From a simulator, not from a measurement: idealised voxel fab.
Process module name: voxel gate over fins
Pictured: cross-section cut, 270 nm wide, on a grid of 5 nm square cells.
In what follows, cross-sections appear as grids of square cells, described through bands that run from the top down, where every band is one or more rows of cells. The band entry comprises the height of the band's top followed by the height of its bottom, expressed in nm, and subsequently the band's materials from left to right, each stated together with its width in nm. Where a single material is marked with the word "edge to edge", that material fills the band from edge to edge. The word "blank" represents empty space. Height is counted from the level 0, under which the received wafer is composed throughout of one material. The lowest of the bands is not closed at the bottom but continues downward, in the notation "z 0 and below". Read "30->40" as a graded width: first number on top, second number at the bottom, same change between each pair of neighbouring rows. Key: "remained unchanged" - step with no changed cell in the cross-section. Entry "Enclosed void listing" = empty spaces >= 8 cells with no open way to the top; each as width x height at distance, distance from left edge, all nm. Text after the settings on a step's line: the simulator's own remark on that step. The setting "overlay nm" may be written on the line of a step. When the step uses a mask, the value reports how far to the right of the planned place the mask lay, and a negative value reports that it lay to the left.
LISTED BELOW ARE THE PROCESS STEPS AS PLANNED
1 RECEIVE with material Si
2 CONFORMAL_DEP with material SiN, thk nm 5
3 MASKED_ETCH with tone cover, mask id FINS, width nm 15, pitch nm 55, etch materials SiN, depth nm 5, overlay nm 0
4 MASKED_ETCH with tone cover, mask id FINS, width nm 15, pitch nm 55, etch materials Si, depth nm 35, overlay nm 0
5 OXIDIZE with depth nm 5
6 FILL_DEP with material SiO2, thk nm 15
7 CMP with height nm 5
8 PATTERN with tone open, mask id RAIL, material resist, width nm 15, thk nm 20, overlay nm 0
9 DIRECTIONAL_ETCH with etch materials SiO2, depth nm 35
10 STRIP with etch materials resist
11 CONFORMAL_DEP with material TiN, thk nm 5
12 FILL_DEP with material Ru, thk nm 5
13 CMP with height nm 5
14 SELECTIVE_ETCH with etch materials W Ru TiN, depth nm 20
15 FILL_DEP with material SiO2, thk nm 5
16 CMP with height nm 5
17 SELECTIVE_ETCH with etch materials SiO2, depth nm 15
18 STRIP with etch materials SiN
19 CONFORMAL_DEP with material HfO2, thk nm 5
20 CONFORMAL_DEP with material TiN, thk nm 5
21 FILL_DEP with material W, thk nm 15
22 CMP with height nm 20
23 CONFORMAL_DEP with material SiCN, thk nm 5
AS-RECEIVED STATE OF THE WAFER IN CROSS-SECTION, EQUIVALENT TO POST-STEP 1
  z 0 and below | Si edge to edge
  Enclosed void listing: none
END-OF-MODULE XS, FIRST OF TWO WAFERS, RUN AS PLANNED
  z 25 to 20 | SiCN edge to edge
  z 20 to 10 | W edge to edge
  z 10 to 5 | W (40), TiN (25), W (30), TiN (25), W (30), TiN (25), W (30), TiN (25), W (40)
  z 5 to 0 | W (40), TiN (5), HfO2 (15), TiN (5), W (30), TiN (5), HfO2 (15), TiN (5), W (30), TiN (5), HfO2 (15), TiN (5), W (30), TiN (5), HfO2 (15), TiN (5), W (40)
  z 0 to -5 | TiN (45), HfO2 (5), Si (5), HfO2 (5), TiN (40), HfO2 (5), Si (5), HfO2 (5), TiN (40), HfO2 (5), Si (5), HfO2 (5), TiN (40), HfO2 (5), Si (5), HfO2 (5), TiN (45)
  z -5 to -10 | HfO2 (50), Si (5), HfO2 (50), Si (5), HfO2 (50), Si (5), HfO2 (50), Si (5), HfO2 (50)
  z -10 to -15 | SiO2 (50), Si (5), SiO2 (50), Si (5), SiO2 (50), Si (5), SiO2 (50), Si (5), SiO2 (50)
  z -15 to -25 | SiO2 (50), Si (5), SiO2 (15), TiN (5), Ru (5), TiN (5), SiO2 (20), Si (5), SiO2 (50), Si (5), SiO2 (50), Si (5), SiO2 (50)
  z -25 to -30 | SiO2 (50), Si (5), SiO2 (15), TiN (15), SiO2 (20), Si (5), SiO2 (50), Si (5), SiO2 (50), Si (5), SiO2 (50)
  z -30 to -40 | SiO2 (50), Si (5), SiO2 (50), Si (5), SiO2 (50), Si (5), SiO2 (50), Si (5), SiO2 (50)
  z -40 and below | Si edge to edge
  Enclosed void listing: none
CROSS-SECTIONAL IMAGE OF THE SECOND WAFER OF THE TWO FOLLOWING COMPLETION OF THE MODULE. STARTING STATE AND PROCESS PLAN WERE THE SAME AS FOR THE FIRST WAFER; ONE EXECUTION ERROR OCCURRED
  z 25 to 20 | SiCN edge to edge
  z 20 to 10 | W edge to edge
  z 10 to 5 | W (40), TiN (25), W (30), TiN (25), W (30), TiN (25), W (30), TiN (25), W (40)
  z 5 to 0 | W (40), TiN (5), HfO2 (15), TiN (5), W (30), TiN (5), HfO2 (15), TiN (5), W (30), TiN (5), HfO2 (15), TiN (5), W (30), TiN (5), HfO2 (15), TiN (5), W (40)
  z 0 to -5 | TiN (45), HfO2 (5), Si (5), HfO2 (5), TiN (40), HfO2 (5), Si (5), HfO2 (5), TiN (40), HfO2 (5), Si (5), HfO2 (5), TiN (40), HfO2 (5), Si (5), HfO2 (5), TiN (45)
  z -5 to -10 | HfO2 (50), Si (5), HfO2 (50), Si (5), HfO2 (50), Si (5), HfO2 (50), Si (5), HfO2 (50)
  z -10 to -15 | SiO2 (50), Si (5), SiO2 (50), Si (5), SiO2 (50), Si (5), SiO2 (50), Si (5), SiO2 (50)
  z -15 to -25 | Ru (40), TiN (5), SiO2 (5), Si (5), SiO2 (5), TiN (10), SiO2 (15), TiN (5), Ru (5), TiN (5), SiO2 (5), Si (5), SiO2 (5), TiN (5), Ru (30), TiN (5), SiO2 (5), Si (5), SiO2 (5), TiN (5), Ru (30), TiN (5), SiO2 (5), Si (5), SiO2 (5), TiN (5), Ru (40)
  z -25 to -30 | TiN (45), SiO2 (5), Si (5), SiO2 (5), TiN (10), SiO2 (15), TiN (15), SiO2 (5), Si (5), SiO2 (5), TiN (40), SiO2 (5), Si (5), SiO2 (5), TiN (40), SiO2 (5), Si (5), SiO2 (5), TiN (45)
  z -30 to -40 | SiO2 (50), Si (5), SiO2 (50), Si (5), SiO2 (50), Si (5), SiO2 (50), Si (5), SiO2 (50)
  z -40 and below | Si edge to edge
  Enclosed void listing: none
The mistake made against the process plan was this: step 8 deviated from plan and actually ran as PATTERN with tone cover, mask id RAIL, material resist, width nm 15, thk nm 20, overlay nm 0
Final comparison by cell count, materials where the second wafer has more or fewer than the first: Ru: 56 more | SiO2: 108 fewer | TiN: 52 more
